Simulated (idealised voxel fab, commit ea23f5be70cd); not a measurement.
The process module that follows is named voxel local oxidation.
Shown is cross-section cut, with a width of 295 nm and square cells of size 5 nm.
Cross-section spec: square-cell grid; bands listed top down; each band is one or more rows. Band: top height; bottom height; in nm. Then, left to right: material with width in nm, for each material. "edge to edge": a single material spanning edge to edge. "air": empty space. We count height from 0. Below that, the starting wafer is all one material. The lowest band never ends at the bottom but goes on down; see "0..down" for how that is written. So if you see something like "30->40" for the width, read it as the top row of the band sitting at the first number and the bottom row at the second, with every row in between moving by the same amount as the last. "nothing was modified" means the step left every cell of the cross-section as it was. Under "Sealed cavities" you'll find the enclosed gaps, the ones with no way out to the top, that are 8 cells or bigger; each reads width x height at distance, with distance counted from the left edge, everything in nm. after a step's settings: what the simulator itself notes on the step. Steps that use a mask can have "overlay nm" on their line. It says how far the mask sat to the right of where it was meant to be. Negative means to the left.

# Planned step list for the process
1 RECEIVE, material Si
2 CONFORMAL_DEP, material SiO2, thk nm 5
3 CONFORMAL_DEP, material SiN, thk nm 15
4 PATTERN, tone cover, mask id ACTIVE, material resist, width nm 125, thk nm 15, overlay nm 0
5 DIRECTIONAL_ETCH, etch materials SiN, depth nm 15
6 STRIP, etch materials resist
7 SELECTIVE_ETCH, etch materials SiO2, depth nm 5
8 OXIDIZE, depth nm 15
9 STRIP, etch materials SiN

# first wafer, as planned

# Step 1 complete: cross-section of the wafer as received
    0..down: Si edge to edge
    Sealed cavities: none

# How the wafer stands in section after step 2
    5..0: SiO2 edge to edge
    Note: structure below 0 unchanged.

# How the wafer stands in section after step 3
    20..5: SiN edge to edge
    Note: structure below 5 unchanged.

# How the wafer stands in section after step 4
    35..20: air (85)  resist (125)  air (85)
    Note: structure below 20 unchanged.

# How the wafer stands in section after step 5
    35..20: air (85)  resist (125)  air (85)
    20..5: air (85)  SiN (125)  air (85)
    Note: structure below 5 unchanged.

# How the wafer stands in section after step 6
    20..5: air (85)  SiN (125)  air (85)
    Note: structure below 5 unchanged.

# How the wafer stands in section after step 7
    20..5: air (85)  SiN (125)  air (85)
    5..0: air (90)  SiO2 (115)  air (90)
    Note: structure below 0 unchanged.

# How the wafer stands in section after step 8
    20..5: air (85)  SiN (125)  air (85)
    5..0: air (90)  SiO2 (115)  air (90)
    0..-15: SiO2 (105)  Si (85)  SiO2 (105)
    Note: structure below -15 unchanged.

# How the wafer stands in section after step 9
    5..0: air (90)  SiO2 (115)  air (90)
    Note: structure below 0 unchanged.

# Now the other wafer: same start, same recipe, but we messed up one thing when running it. Up to and including step 2 it's the same as the first one

# At the planned end of step 3, the second wafer in cross-section
    20..0: SiO2 edge to edge
    Note: structure below 0 unchanged.

# At the planned end of step 4, the second wafer in cross-section
    35..20: air (85)  resist (125)  air (85)
    Note: structure below 20 unchanged.

At the planned end of step 5, the second wafer in cross-section: nothing was modified

# At the planned end of step 6, the second wafer in cross-section
    20..0: SiO2 edge to edge
    Note: structure below 0 unchanged.

# At the planned end of step 7, the second wafer in cross-section
    15..0: SiO2 edge to edge
    Note: structure below 0 unchanged.

At the planned end of step 8, the second wafer in cross-section: nothing was modified

At the planned end of step 9, the second wafer in cross-section: nothing was modified
what went wrong: in deviation from the planned setting, step 3 was conducted as CONFORMAL_DEP, material SiO2, thk nm 15
End of process, cell counts, second wafer against first, materials with more or fewer: Si +126 | SiO2 +28
